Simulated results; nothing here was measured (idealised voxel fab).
Proc. module: voxel gate over fins
The figure presents cross-section cut, which has a width of 255 nm and is divided into square cells with an edge length of 5 nm.
Heads up, the way a cross-section reads in here is a grid of square cells, handed over as bands from the top down, with every band being one or more rows of cells.
A band entry consists of two parts. The first gives the height of the band's top and the height of its bottom, in nm. The rest lists the band's materials from left to right, each with its width in nm. A single material labelled with the word "throughout" fills the band from edge to edge, and the word "blank" marks empty space.
The level at which height equals 0 is the one under which the wafer, as it arrives, is entirely one material. No lower edge exists for the bottom band, which continues downward and is notated as in "from 0 down".
The two numbers in a width such as "30->40" mark its ends across the band: the first belongs to the top row of cells, the second to the bottom row, and from each row to the next the width moves by the same amount.
Any step labelled "no alteration" changed none of the cells in the cross-section.
Closed empty spaces (no open way to the top) of 8 cells or more are what "Enclosed void catalog" lists, each as width x height at distance from the left edge, nm for all three.
On a step's line, text after the settings is the simulator commenting on that step.
Regarding "overlay nm": on a step with a mask, it is the distance the mask lay to the right of its planned place; a negative value places it to the left.

-- Below is the list of planned process steps
- 1: RECEIVE [material Si]
- 2: CONFORMAL_DEP [material SiN] [thk nm 5]
- 3: DIRECTIONAL_DEP [material aC] [thk nm 15]
- 4: PATTERN [tone cover] [mask id FINS] [material resist] [width nm 15] [pitch nm 50] [thk nm 30] [overlay nm 0]
- 5: DIRECTIONAL_ETCH [etch materials aC] [depth nm 15]
- 6: STRIP [etch materials resist]
- 7: DIRECTIONAL_ETCH [etch materials SiN] [depth nm 5]
- 8: DIRECTIONAL_ETCH [etch materials Si] [depth nm 40]
- 9: STRIP [etch materials aC]
- 10: OXIDIZE [depth nm 5]
- 11: FILL_DEP [material SiO2] [thk nm 15]
- 12: CMP [height nm 5]
- 13: PATTERN [tone open] [mask id RAIL] [material resist] [width nm 15] [thk nm 15] [overlay nm 0]
- 14: DIRECTIONAL_ETCH [etch materials SiO2] [depth nm 40]
- 15: STRIP [etch materials resist]
- 16: CONFORMAL_DEP [material TiN] [thk nm 5]
- 17: FILL_DEP [material Ru] [thk nm 10]
- 18: CMP [height nm 5]
- 19: SELECTIVE_ETCH [etch materials W Ru TiN] [depth nm 25]
- 20: FILL_DEP [material SiO2] [thk nm 5]
- 21: CMP [height nm 5]
- 22: SELECTIVE_ETCH [etch materials SiO2] [depth nm 15]
- 23: STRIP [etch materials SiN]
- 24: CONFORMAL_DEP [material HfO2] [thk nm 5]
- 25: CONFORMAL_DEP [material TiN] [thk nm 5]
- 26: CONFORMAL_DEP [material TiAl] [thk nm 5]
- 27: CONFORMAL_DEP [material TiN] [thk nm 5]
- 28: FILL_DEP [material W] [thk nm 10]
- 29: CMP [height nm 25]
- 30: CONFORMAL_DEP [material SiN] [thk nm 5]

-- First of two wafers, with the run carried out as planned

-- Wafer as received: cross-section following step 1
* from 0 down: Si throughout
* Enclosed void catalog: none

-- How the wafer stands in section after step 2
* from 5 to 0: SiN throughout
* Lower than 0, everything is as it was.

-- How the wafer stands in section after step 3
* from 20 to 5: aC throughout
* Lower than 5, everything is as it was.

-- How the wafer stands in section after step 4
* from 50 to 20: 70 of blank | 15 of resist | 35 of blank | 15 of resist | 35 of blank | 15 of resist | 70 of blank
* Lower than 20, everything is as it was.

-- How the wafer stands in section after step 5
* from 35 to 20: 70 of blank | 15 of resist | 35 of blank | 15 of resist | 35 of blank | 15 of resist | 70 of blank
* from 20 to 5: 70 of blank | 15 of aC | 35 of blank | 15 of aC | 35 of blank | 15 of aC | 70 of blank
* Lower than 5, everything is as it was.

-- How the wafer stands in section after step 6
* from 20 to 5: 70 of blank | 15 of aC | 35 of blank | 15 of aC | 35 of blank | 15 of aC | 70 of blank
* Lower than 5, everything is as it was.

-- How the wafer stands in section after step 7
* from 20 to 5: 70 of blank | 15 of aC | 35 of blank | 15 of aC | 35 of blank | 15 of aC | 70 of blank
* from 5 to 0: 70 of blank | 15 of SiN | 35 of blank | 15 of SiN | 35 of blank | 15 of SiN | 70 of blank
* Lower than 0, everything is as it was.

-- How the wafer stands in section after step 8
* from 20 to 5: 70 of blank | 15 of aC | 35 of blank | 15 of aC | 35 of blank | 15 of aC | 70 of blank
* from 5 to 0: 70 of blank | 15 of SiN | 35 of blank | 15 of SiN | 35 of blank | 15 of SiN | 70 of blank
* from 0 to -40: 70 of blank | 15 of Si | 35 of blank | 15 of Si | 35 of blank | 15 of Si | 70 of blank
* Lower than -40, everything is as it was.

-- How the wafer stands in section after step 9
* from 5 to 0: 70 of blank | 15 of SiN | 35 of blank | 15 of SiN | 35 of blank | 15 of SiN | 70 of blank
* Lower than 0, everything is as it was.

-- How the wafer stands in section after step 10
* from 5 to 0: 70 of blank | 15 of SiN | 35 of blank | 15 of SiN | 35 of blank | 15 of SiN | 70 of blank
* from 0 to -40: 70 of blank | 5 of SiO2 | 5 of Si | 5 of SiO2 | 35 of blank | 5 of SiO2 | 5 of Si | 5 of SiO2 | 35 of blank | 5 of SiO2 | 5 of Si | 5 of SiO2 | 70 of blank
* from -40 to -45: 75 of SiO2 | 5 of Si | 45 of SiO2 | 5 of Si | 45 of SiO2 | 5 of Si | 75 of SiO2
* Lower than -45, everything is as it was.

-- How the wafer stands in section after step 11
* from 20 to 5: SiO2 throughout
* from 5 to 0: 70 of SiO2 | 15 of SiN | 35 of SiO2 | 15 of SiN | 35 of SiO2 | 15 of SiN | 70 of SiO2
* from 0 to -45: 75 of SiO2 | 5 of Si | 45 of SiO2 | 5 of Si | 45 of SiO2 | 5 of Si | 75 of SiO2
* Lower than -45, everything is as it was.

-- How the wafer stands in section after step 12
* from 5 to 0: 70 of SiO2 | 15 of SiN | 35 of SiO2 | 15 of SiN | 35 of SiO2 | 15 of SiN | 70 of SiO2
* Lower than 0, everything is as it was.

-- How the wafer stands in section after step 13
* from 20 to 5: 95 of resist | 15 of blank | 145 of resist
* Lower than 5, everything is as it was.

-- How the wafer stands in section after step 14
* from 20 to 5: 95 of resist | 15 of blank | 145 of resist
* from 5 to 0: 70 of SiO2 | 15 of SiN | 10 of SiO2 | 15 of blank | 10 of SiO2 | 15 of SiN | 35 of SiO2 | 15 of SiN | 70 of SiO2
* from 0 to -35: 75 of SiO2 | 5 of Si | 15 of SiO2 | 15 of blank | 15 of SiO2 | 5 of Si | 45 of SiO2 | 5 of Si | 75 of SiO2
* Lower than -35, everything is as it was.

-- How the wafer stands in section after step 15
* from 5 to 0: 70 of SiO2 | 15 of SiN | 10 of SiO2 | 15 of blank | 10 of SiO2 | 15 of SiN | 35 of SiO2 | 15 of SiN | 70 of SiO2
* Lower than 0, everything is as it was.

-- How the wafer stands in section after step 16
* from 10 to 5: 100 of TiN | 5 of blank | 150 of TiN
* from 5 to 0: 70 of SiO2 | 15 of SiN | 10 of SiO2 | 5 of TiN | 5 of blank | 5 of TiN | 10 of SiO2 | 15 of SiN | 35 of SiO2 | 15 of SiN | 70 of SiO2
* from 0 to -30: 75 of SiO2 | 5 of Si | 15 of SiO2 | 5 of TiN | 5 of blank | 5 of TiN | 15 of SiO2 | 5 of Si | 45 of SiO2 | 5 of Si | 75 of SiO2
* from -30 to -35: 75 of SiO2 | 5 of Si | 15 of SiO2 | 15 of TiN | 15 of SiO2 | 5 of Si | 45 of SiO2 | 5 of Si | 75 of SiO2
* Lower than -35, everything is as it was.

-- How the wafer stands in section after step 17
* from 20 to 10: Ru throughout
* from 10 to 5: 100 of TiN | 5 of Ru | 150 of TiN
* from 5 to 0: 70 of SiO2 | 15 of SiN | 10 of SiO2 | 5 of TiN | 5 of Ru | 5 of TiN | 10 of SiO2 | 15 of SiN | 35 of SiO2 | 15 of SiN | 70 of SiO2
* from 0 to -30: 75 of SiO2 | 5 of Si | 15 of SiO2 | 5 of TiN | 5 of Ru | 5 of TiN | 15 of SiO2 | 5 of Si | 45 of SiO2 | 5 of Si | 75 of SiO2
* Lower than -30, everything is as it was.

-- How the wafer stands in section after step 18
* from 5 to 0: 70 of SiO2 | 15 of SiN | 10 of SiO2 | 5 of TiN | 5 of Ru | 5 of TiN | 10 of SiO2 | 15 of SiN | 35 of SiO2 | 15 of SiN | 70 of SiO2
* Lower than 0, everything is as it was.

-- How the wafer stands in section after step 19
* from 5 to 0: 70 of SiO2 | 15 of SiN | 10 of SiO2 | 15 of blank | 10 of SiO2 | 15 of SiN | 35 of SiO2 | 15 of SiN | 70 of SiO2
* from 0 to -20: 75 of SiO2 | 5 of Si | 15 of SiO2 | 15 of blank | 15 of SiO2 | 5 of Si | 45 of SiO2 | 5 of Si | 75 of SiO2
* Lower than -20, everything is as it was.

-- How the wafer stands in section after step 20
* from 10 to 5: SiO2 throughout
* from 5 to 0: 70 of SiO2 | 15 of SiN | 35 of SiO2 | 15 of SiN | 35 of SiO2 | 15 of SiN | 70 of SiO2
* from 0 to -20: 75 of SiO2 | 5 of Si | 45 of SiO2 | 5 of Si | 45 of SiO2 | 5 of Si | 75 of SiO2
* Lower than -20, everything is as it was.

-- How the wafer stands in section after step 21
* from 5 to 0: 70 of SiO2 | 15 of SiN | 35 of SiO2 | 15 of SiN | 35 of SiO2 | 15 of SiN | 70 of SiO2
* Lower than 0, everything is as it was.

-- How the wafer stands in section after step 22
* from 5 to 0: 70 of blank | 15 of SiN | 35 of blank | 15 of SiN | 35 of blank | 15 of SiN | 70 of blank
* from 0 to -10: 75 of blank | 5 of Si | 45 of blank | 5 of Si | 45 of blank | 5 of Si | 75 of blank
* Lower than -10, everything is as it was.

-- How the wafer stands in section after step 23
* from 0 to -10: 75 of blank | 5 of Si | 45 of blank | 5 of Si | 45 of blank | 5 of Si | 75 of blank
* Lower than -10, everything is as it was.

-- How the wafer stands in section after step 24
* from 5 to 0: 70 of blank | 15 of HfO2 | 35 of blank | 15 of HfO2 | 35 of blank | 15 of HfO2 | 70 of blank
* from 0 to -5: 70 of blank | 5 of HfO2 | 5 of Si | 5 of HfO2 | 35 of blank | 5 of HfO2 | 5 of Si | 5 of HfO2 | 35 of blank | 5 of HfO2 | 5 of Si | 5 of HfO2 | 70 of blank
* from -5 to -10: 75 of HfO2 | 5 of Si | 45 of HfO2 | 5 of Si | 45 of HfO2 | 5 of Si | 75 of HfO2
* Lower than -10, everything is as it was.

-- How the wafer stands in section after step 25
* from 10 to 5: 65 of blank | 25 of TiN | 25 of blank | 25 of TiN | 25 of blank | 25 of TiN | 65 of blank
* from 5 to 0: 65 of blank | 5 of TiN | 15 of HfO2 | 5 of TiN | 25 of blank | 5 of TiN | 15 of HfO2 | 5 of TiN | 25 of blank | 5 of TiN | 15 of HfO2 | 5 of TiN | 65 of blank
* from 0 to -5: 70 of TiN | 5 of HfO2 | 5 of Si | 5 of HfO2 | 35 of TiN | 5 of HfO2 | 5 of Si | 5 of HfO2 | 35 of TiN | 5 of HfO2 | 5 of Si | 5 of HfO2 | 70 of TiN
* Lower than -5, everything is as it was.

-- How the wafer stands in section after step 26
* from 15 to 10: 60 of blank | 35 of TiAl | 15 of blank | 35 of TiAl | 15 of blank | 35 of TiAl | 60 of blank
* from 10 to 5: 60 of blank | 5 of TiAl | 25 of TiN | 5 of TiAl | 15 of blank | 5 of TiAl | 25 of TiN | 5 of TiAl | 15 of blank | 5 of TiAl | 25 of TiN | 5 of TiAl | 60 of blank
* from 5 to 0: 65 of TiAl | 5 of TiN | 15 of HfO2 | 5 of TiN | 25 of TiAl | 5 of TiN | 15 of HfO2 | 5 of TiN | 25 of TiAl | 5 of TiN | 15 of HfO2 | 5 of TiN | 65 of TiAl
* Lower than 0, everything is as it was.

-- How the wafer stands in section after step 27
* from 20 to 15: 55 of blank | 45 of TiN | 5 of blank | 45 of TiN | 5 of blank | 45 of TiN | 55 of blank
* from 15 to 10: 55 of blank | 5 of TiN | 35 of TiAl | 5 of TiN | 5 of blank | 5 of TiN | 35 of TiAl | 5 of TiN | 5 of blank | 5 of TiN | 35 of TiAl | 5 of TiN | 55 of blank
* from 10 to 5: 60 of TiN | 5 of TiAl | 25 of TiN | 5 of TiAl | 15 of TiN | 5 of TiAl | 25 of TiN | 5 of TiAl | 15 of TiN | 5 of TiAl | 25 of TiN | 5 of TiAl | 60 of TiN
* Lower than 5, everything is as it was.

-- How the wafer stands in section after step 28
* from 30 to 20: W throughout
* from 20 to 15: 55 of W | 45 of TiN | 5 of W | 45 of TiN | 5 of W | 45 of TiN | 55 of W
* from 15 to 10: 55 of W | 5 of TiN | 35 of TiAl | 5 of TiN | 5 of W | 5 of TiN | 35 of TiAl | 5 of TiN | 5 of W | 5 of TiN | 35 of TiAl | 5 of TiN | 55 of W
* Lower than 10, everything is as it was.

-- How the wafer stands in section after step 29
* from 25 to 20: W throughout
* Lower than 20, everything is as it was.

-- How the wafer stands in section after step 30
* from 30 to 25: SiN throughout
* Lower than 25, everything is as it was.

-- The second wafer: identical to the first at the outset and in its planned sequence, differing only in that one mistake was made during processing; up to and including step 12, its path is the first wafer's path

-- The second wafer in cross-section, at the planned close of step 13
* from 20 to 5: 95 of blank | 15 of resist | 145 of blank
* Lower than 5, everything is as it was.

-- The second wafer in cross-section, at the planned close of step 14
* from 20 to 5: 95 of blank | 15 of resist | 145 of blank
* from 5 to 0: 70 of blank | 15 of SiN | 10 of blank | 15 of SiO2 | 10 of blank | 15 of SiN | 35 of blank | 15 of SiN | 70 of blank
* from 0 to -35: 70 of blank | 5 of SiO2 | 5 of Si | 5 of SiO2 | 10 of blank | 15 of SiO2 | 10 of blank | 5 of SiO2 | 5 of Si | 5 of SiO2 | 35 of blank | 5 of SiO2 | 5 of Si | 5 of SiO2 | 70 of blank
* Lower than -35, everything is as it was.

-- The second wafer in cross-section, at the planned close of step 15
* from 5 to 0: 70 of blank | 15 of SiN | 10 of blank | 15 of SiO2 | 10 of blank | 15 of SiN | 35 of blank | 15 of SiN | 70 of blank
* Lower than 0, everything is as it was.

-- The second wafer in cross-section, at the planned close of step 16
* from 10 to 5: 65 of blank | 75 of TiN | 25 of blank | 25 of TiN | 65 of blank
* from 5 to 0: 65 of blank | 5 of TiN | 15 of SiN | 10 of TiN | 15 of SiO2 | 10 of TiN | 15 of SiN | 5 of TiN | 25 of blank | 5 of TiN | 15 of SiN | 5 of TiN | 65 of blank
* from 0 to -30: 65 of blank | 5 of TiN | 5 of SiO2 | 5 of Si | 5 of SiO2 | 10 of TiN | 15 of SiO2 | 10 of TiN | 5 of SiO2 | 5 of Si | 5 of SiO2 | 5 of TiN | 25 of blank | 5 of TiN | 5 of SiO2 | 5 of Si | 5 of SiO2 | 5 of TiN | 65 of blank
* from -30 to -35: 70 of TiN | 5 of SiO2 | 5 of Si | 5 of SiO2 | 10 of TiN | 15 of SiO2 | 10 of TiN | 5 of SiO2 | 5 of Si | 5 of SiO2 | 35 of TiN | 5 of SiO2 | 5 of Si | 5 of SiO2 | 70 of TiN
* Lower than -35, everything is as it was.

-- The second wafer in cross-section, at the planned close of step 17
* from 20 to 10: Ru throughout
* from 10 to 5: 65 of Ru | 75 of TiN | 25 of Ru | 25 of TiN | 65 of Ru
* from 5 to 0: 65 of Ru | 5 of TiN | 15 of SiN | 10 of TiN | 15 of SiO2 | 10 of TiN | 15 of SiN | 5 of TiN | 25 of Ru | 5 of TiN | 15 of SiN | 5 of TiN | 65 of Ru
* from 0 to -30: 65 of Ru | 5 of TiN | 5 of SiO2 | 5 of Si | 5 of SiO2 | 10 of TiN | 15 of SiO2 | 10 of TiN | 5 of SiO2 | 5 of Si | 5 of SiO2 | 5 of TiN | 25 of Ru | 5 of TiN | 5 of SiO2 | 5 of Si | 5 of SiO2 | 5 of TiN | 65 of Ru
* Lower than -30, everything is as it was.

-- The second wafer in cross-section, at the planned close of step 18
* from 5 to 0: 65 of Ru | 5 of TiN | 15 of SiN | 10 of TiN | 15 of SiO2 | 10 of TiN | 15 of SiN | 5 of TiN | 25 of Ru | 5 of TiN | 15 of SiN | 5 of TiN | 65 of Ru
* Lower than 0, everything is as it was.

-- The second wafer in cross-section, at the planned close of step 19
* from 5 to 0: 70 of blank | 15 of SiN | 10 of blank | 15 of SiO2 | 10 of blank | 15 of SiN | 35 of blank | 15 of SiN | 70 of blank
* from 0 to -20: 70 of blank | 5 of SiO2 | 5 of Si | 5 of SiO2 | 10 of blank | 15 of SiO2 | 10 of blank | 5 of SiO2 | 5 of Si | 5 of SiO2 | 35 of blank | 5 of SiO2 | 5 of Si | 5 of SiO2 | 70 of blank
* Lower than -20, everything is as it was.

-- The second wafer in cross-section, at the planned close of step 20
* from 10 to 5: SiO2 throughout
* from 5 to 0: 70 of SiO2 | 15 of SiN | 35 of SiO2 | 15 of SiN | 35 of SiO2 | 15 of SiN | 70 of SiO2
* from 0 to -20: 75 of SiO2 | 5 of Si | 45 of SiO2 | 5 of Si | 45 of SiO2 | 5 of Si | 75 of SiO2
* Lower than -20, everything is as it was.

-- The second wafer in cross-section, at the planned close of step 21
* from 5 to 0: 70 of SiO2 | 15 of SiN | 35 of SiO2 | 15 of SiN | 35 of SiO2 | 15 of SiN | 70 of SiO2
* Lower than 0, everything is as it was.

-- The second wafer in cross-section, at the planned close of step 22
* from 5 to 0: 70 of blank | 15 of SiN | 35 of blank | 15 of SiN | 35 of blank | 15 of SiN | 70 of blank
* from 0 to -10: 75 of blank | 5 of Si | 45 of blank | 5 of Si | 45 of blank | 5 of Si | 75 of blank
* Lower than -10, everything is as it was.

-- The second wafer in cross-section, at the planned close of step 23
* from 0 to -10: 75 of blank | 5 of Si | 45 of blank | 5 of Si | 45 of blank | 5 of Si | 75 of blank
* Lower than -10, everything is as it was.

-- The second wafer in cross-section, at the planned close of step 24
* from 5 to 0: 70 of blank | 15 of HfO2 | 35 of blank | 15 of HfO2 | 35 of blank | 15 of HfO2 | 70 of blank
* from 0 to -5: 70 of blank | 5 of HfO2 | 5 of Si | 5 of HfO2 | 35 of blank | 5 of HfO2 | 5 of Si | 5 of HfO2 | 35 of blank | 5 of HfO2 | 5 of Si | 5 of HfO2 | 70 of blank
* from -5 to -10: 75 of HfO2 | 5 of Si | 45 of HfO2 | 5 of Si | 45 of HfO2 | 5 of Si | 75 of HfO2
* Lower than -10, everything is as it was.

-- The second wafer in cross-section, at the planned close of step 25
* from 10 to 5: 65 of blank | 25 of TiN | 25 of blank | 25 of TiN | 25 of blank | 25 of TiN | 65 of blank
* from 5 to 0: 65 of blank | 5 of TiN | 15 of HfO2 | 5 of TiN | 25 of blank | 5 of TiN | 15 of HfO2 | 5 of TiN | 25 of blank | 5 of TiN | 15 of HfO2 | 5 of TiN | 65 of blank
* from 0 to -5: 70 of TiN | 5 of HfO2 | 5 of Si | 5 of HfO2 | 35 of TiN | 5 of HfO2 | 5 of Si | 5 of HfO2 | 35 of TiN | 5 of HfO2 | 5 of Si | 5 of HfO2 | 70 of TiN
* Lower than -5, everything is as it was.

-- The second wafer in cross-section, at the planned close of step 26
* from 15 to 10: 60 of blank | 35 of TiAl | 15 of blank | 35 of TiAl | 15 of blank | 35 of TiAl | 60 of blank
* from 10 to 5: 60 of blank | 5 of TiAl | 25 of TiN | 5 of TiAl | 15 of blank | 5 of TiAl | 25 of TiN | 5 of TiAl | 15 of blank | 5 of TiAl | 25 of TiN | 5 of TiAl | 60 of blank
* from 5 to 0: 65 of TiAl | 5 of TiN | 15 of HfO2 | 5 of TiN | 25 of TiAl | 5 of TiN | 15 of HfO2 | 5 of TiN | 25 of TiAl | 5 of TiN | 15 of HfO2 | 5 of TiN | 65 of TiAl
* Lower than 0, everything is as it was.

-- The second wafer in cross-section, at the planned close of step 27
* from 20 to 15: 55 of blank | 45 of TiN | 5 of blank | 45 of TiN | 5 of blank | 45 of TiN | 55 of blank
* from 15 to 10: 55 of blank | 5 of TiN | 35 of TiAl | 5 of TiN | 5 of blank | 5 of TiN | 35 of TiAl | 5 of TiN | 5 of blank | 5 of TiN | 35 of TiAl | 5 of TiN | 55 of blank
* from 10 to 5: 60 of TiN | 5 of TiAl | 25 of TiN | 5 of TiAl | 15 of TiN | 5 of TiAl | 25 of TiN | 5 of TiAl | 15 of TiN | 5 of TiAl | 25 of TiN | 5 of TiAl | 60 of TiN
* Lower than 5, everything is as it was.

-- The second wafer in cross-section, at the planned close of step 28
* from 30 to 20: W throughout
* from 20 to 15: 55 of W | 45 of TiN | 5 of W | 45 of TiN | 5 of W | 45 of TiN | 55 of W
* from 15 to 10: 55 of W | 5 of TiN | 35 of TiAl | 5 of TiN | 5 of W | 5 of TiN | 35 of TiAl | 5 of TiN | 5 of W | 5 of TiN | 35 of TiAl | 5 of TiN | 55 of W
* Lower than 10, everything is as it was.

-- The second wafer in cross-section, at the planned close of step 29
* from 25 to 20: W throughout
* Lower than 20, everything is as it was.

-- The second wafer in cross-section, at the planned close of step 30
* from 30 to 25: SiN throughout
* Lower than 25, everything is as it was.
What went wrong in running the wafer? note that step 13 departed from the planned setting and was carried out as PATTERN [tone cover] [mask id RAIL] [material resist] [width nm 15] [thk nm 15] [overlay nm 0]
Materials where the second wafer ends with more or fewer cells than the first: 60 more of Ru, 108 fewer of SiO2, 48 more of TiN
